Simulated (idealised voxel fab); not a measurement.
Documented hereafter: the process module known as voxel gate over fins.
Cross-section cut: width 230 nm, square cells of 5 nm.
How to read a cross-section here: the picture is a grid of square cells, written as bands going from the top down, and any band can span one or more rows of cells.
Each band's line starts with the height of the band's top and of its bottom, in nm. Then come its materials from left to right, each with its width in nm. One material with "throughout" fills the band from edge to edge. "air" is empty space.
For the purposes of this specification, 0 denotes the height below which the wafer in its as-received condition is composed wholly of one material, and the lowermost band, lacking a lower limit, extends downward without end, as expressed in "0 down".
Width spec "30->40" -> top row of cells at first value, bottom row at second value, equal per-row change in between.
What does "no modification" mean for a step? It means no cell of the cross-section changed in that step.
"Completely enclosed voids" - sealed voids, min. 8 cells, no opening to top; format: width x height at distance (distance from left edge; nm throughout).
Formally, on a step line, whatever follows the settings is a remark that the simulator itself makes on the step.
Steps that use a mask can have "overlay nm" on their line. It says how far the mask sat to the right of where it was meant to be. Negative means to the left.

The process steps that were planned are listed below:
- 1: RECEIVE with material Si
- 2: CONFORMAL_DEP with material SiN, thk nm 5
- 3: DIRECTIONAL_DEP with material aC, thk nm 15
- 4: PATTERN with tone cover, mask id FINS, material resist, width nm 15, pitch nm 45, thk nm 30, overlay nm 0
- 5: DIRECTIONAL_ETCH with etch materials aC, depth nm 15
- 6: STRIP with etch materials resist
- 7: DIRECTIONAL_ETCH with etch materials SiN, depth nm 5
- 8: DIRECTIONAL_ETCH with etch materials Si, depth nm 40
- 9: STRIP with etch materials aC
- 10: OXIDIZE with depth nm 5
- 11: FILL_DEP with material SiO2, thk nm 15
- 12: CMP with height nm 5
- 13: SELECTIVE_ETCH with etch materials SiO2, depth nm 15
- 14: STRIP with etch materials SiN
- 15: CONFORMAL_DEP with material HfO2, thk nm 5
- 16: CONFORMAL_DEP with material TiN, thk nm 5
- 17: CONFORMAL_DEP with material TiAl, thk nm 5
- 18: CONFORMAL_DEP with material TiN, thk nm 5
- 19: FILL_DEP with material W, thk nm 10
- 20: CMP with height nm 25
- 21: CONFORMAL_DEP with material SiN, thk nm 10

Step 1 complete: cross-section of the wafer as received:
    0 down: Si throughout
    Completely enclosed voids: none

Wafer cross-section at end of module: start and plan as shown above, one execution error:
    35 to 25: SiN throughout
    25 to 20: TiN throughout
    20 to 15: TiAl throughout
    15 to 10: TiN throughout
    10 to 5: HfO2 45 nm, then TiN 5 nm, then HfO2 40 nm, then TiN 5 nm, then HfO2 40 nm, then TiN 5 nm, then HfO2 40 nm, then TiN 5 nm, then HfO2 45 nm
    5 to 0: W 40 nm, then HfO2 15 nm, then W 30 nm, then HfO2 15 nm, then W 30 nm, then HfO2 15 nm, then W 30 nm, then HfO2 15 nm, then W 40 nm
    0 to -40: W 40 nm, then SiO2 5 nm, then Si 5 nm, then SiO2 5 nm, then W 30 nm, then SiO2 5 nm, then Si 5 nm, then SiO2 5 nm, then W 30 nm, then SiO2 5 nm, then Si 5 nm, then SiO2 5 nm, then W 30 nm, then SiO2 5 nm, then Si 5 nm, then SiO2 5 nm, then W 40 nm
    -40 to -45: SiO2 45 nm, then Si 5 nm, then SiO2 40 nm, then Si 5 nm, then SiO2 40 nm, then Si 5 nm, then SiO2 40 nm, then Si 5 nm, then SiO2 45 nm
    -45 down: Si throughout
    Completely enclosed voids: none
Diagnosis: rather than as planned, step 11 actually ran as FILL_DEP with material W, thk nm 15
